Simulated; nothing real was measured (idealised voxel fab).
The process module presented herein is designated voxel air gaps.
225 nm wide, 5 nm square cells: that's cross-section cut.
Reading order for cross-sections: top band down to bottom band. Underlying form: a grid of square cells. Band size: one or more rows of cells. Band entry format. Leading values: height of top, height of bottom, nm. Remainder: materials in left-to-right order, each with its width in nm. Special words: "full width" on a single material, which then fills the band edge to edge; "blank", empty space. Ref level 0: as-received wafer is one material below here. Bottom band extends down with no lower bound ("from 0 down"). It should be noted that a width expressed as "30..40" varies in equal increments from row to row of cells within the band, taking the value of the first number at the top row and that of the second number at the bottom row. Where the words "remained the same" appear for a step, the cross-section shows no cell changed by that step; every cell remained as before. "Sealed internal cavities" - sealed voids, min. 8 cells, no opening to top; format: width x height at distance (distance from left edge; nm throughout). Text after the settings on a step's line: the simulator's own remark on that step. If you see "overlay nm" on a step's line and that step has a mask, it's telling you how far right of where it was planned the mask ended up; a negative number means it went left instead.
The process steps that were planned are listed below
step 1: RECEIVE | material Si
step 2: CONFORMAL_DEP | material SiO2 | thk nm 10
step 3: CONFORMAL_DEP | material SiCN | thk nm 5
step 4: DIRECTIONAL_DEP | material SiO2 | thk nm 35
step 5: MASKED_ETCH | tone open | mask id LINES | width nm 15 | pitch nm 40 | etch materials SiO2 | depth nm 35 | overlay nm 0
step 6: CONFORMAL_DEP | material TiN | thk nm 5
step 7: FILL_DEP | material Cu | thk nm 5
step 8: CMP | height nm 50
step 9: EPI | material Ru | thk nm 10
step 10: SELECTIVE_ETCH | etch materials SiO2 | depth nm 45
step 11: CONFORMAL_DEP | material SiCN | thk nm 5
Same starting wafers, different thk nm at step 6. Plan value belongs to the first wafer.
First wafer of several, as received: cross-section after step 1
	from 0 down | Si full width
	Sealed internal cavities: none
Cross-section of the first of several wafers once the module has run through its last step, step 11
	from 65 to 60 | blank=50 | SiCN=125 | blank=50
	from 60 to 50 | blank=50 | SiCN=5 | Ru=35 | SiCN=5 | Ru=35 | SiCN=5 | Ru=35 | SiCN=5 | blank=50
	from 50 to 45 | blank=50 | SiCN=15 | TiN=5 | Cu=5 | TiN=5 | SiCN=25 | TiN=5 | Cu=5 | TiN=5 | SiCN=25 | TiN=5 | Cu=5 | TiN=5 | SiCN=15 | blank=50
	from 45 to 20 | blank=60 | SiCN=5 | TiN=5 | Cu=5 | TiN=5 | SiCN=5 | blank=15 | SiCN=5 | TiN=5 | Cu=5 | TiN=5 | SiCN=5 | blank=15 | SiCN=5 | TiN=5 | Cu=5 | TiN=5 | SiCN=5 | blank=60
	from 20 to 15 | SiCN=65 | TiN=15 | SiCN=25 | TiN=15 | SiCN=25 | TiN=15 | SiCN=65
	from 15 to 10 | SiCN full width
	from 10 to 0 | SiO2 full width
	from 0 down | Si full width
	Sealed internal cavities: 15 x 25 at 85; 15 x 25 at 125
Here we cross-sectioned the last of the wafers once the module was done
	from 65 to 60 | blank=50 | SiCN=125 | blank=50
	from 60 to 50 | blank=50 | SiCN=5 | Ru=35 | SiCN=5 | Ru=35 | SiCN=5 | Ru=35 | SiCN=5 | blank=50
	from 50 to 45 | blank=50 | SiCN=15 | TiN=15 | SiCN=25 | TiN=15 | SiCN=25 | TiN=15 | SiCN=15 | blank=50
	from 45 to 20 | blank=60 | SiCN=5 | TiN=15 | SiCN=5 | blank=15 | SiCN=5 | TiN=15 | SiCN=5 | blank=15 | SiCN=5 | TiN=15 | SiCN=5 | blank=60
	from 20 to 15 | SiCN=65 | TiN=15 | SiCN=25 | TiN=15 | SiCN=25 | TiN=15 | SiCN=65
	from 15 to 10 | SiCN full width
	from 10 to 0 | SiO2 full width
	from 0 down | Si full width
	Sealed internal cavities: 15 x 25 at 85; 15 x 25 at 125
Tabulated below, wafer by wafer, are the end-of-module results: for each material, the number of cells gained (+) or lost (-) relative to the as-received state, followed by the closed voids
thk nm 5 | +18 Cu | +42 Ru | +160 SiCN | +90 SiO2 | +45 TiN | Sealed internal cavities: 15 x 25 at 85; 15 x 25 at 125
thk nm 10 | +42 Ru | +160 SiCN | +90 SiO2 | +63 TiN | Sealed internal cavities: 15 x 25 at 85; 15 x 25 at 125
thk nm 15 | +42 Ru | +160 SiCN | +90 SiO2 | +63 TiN | Sealed internal cavities: 15 x 25 at 85; 15 x 25 at 125
thk nm 20 | +42 Ru | +160 SiCN | +90 SiO2 | +63 TiN | Sealed internal cavities: 15 x 25 at 85; 15 x 25 at 125
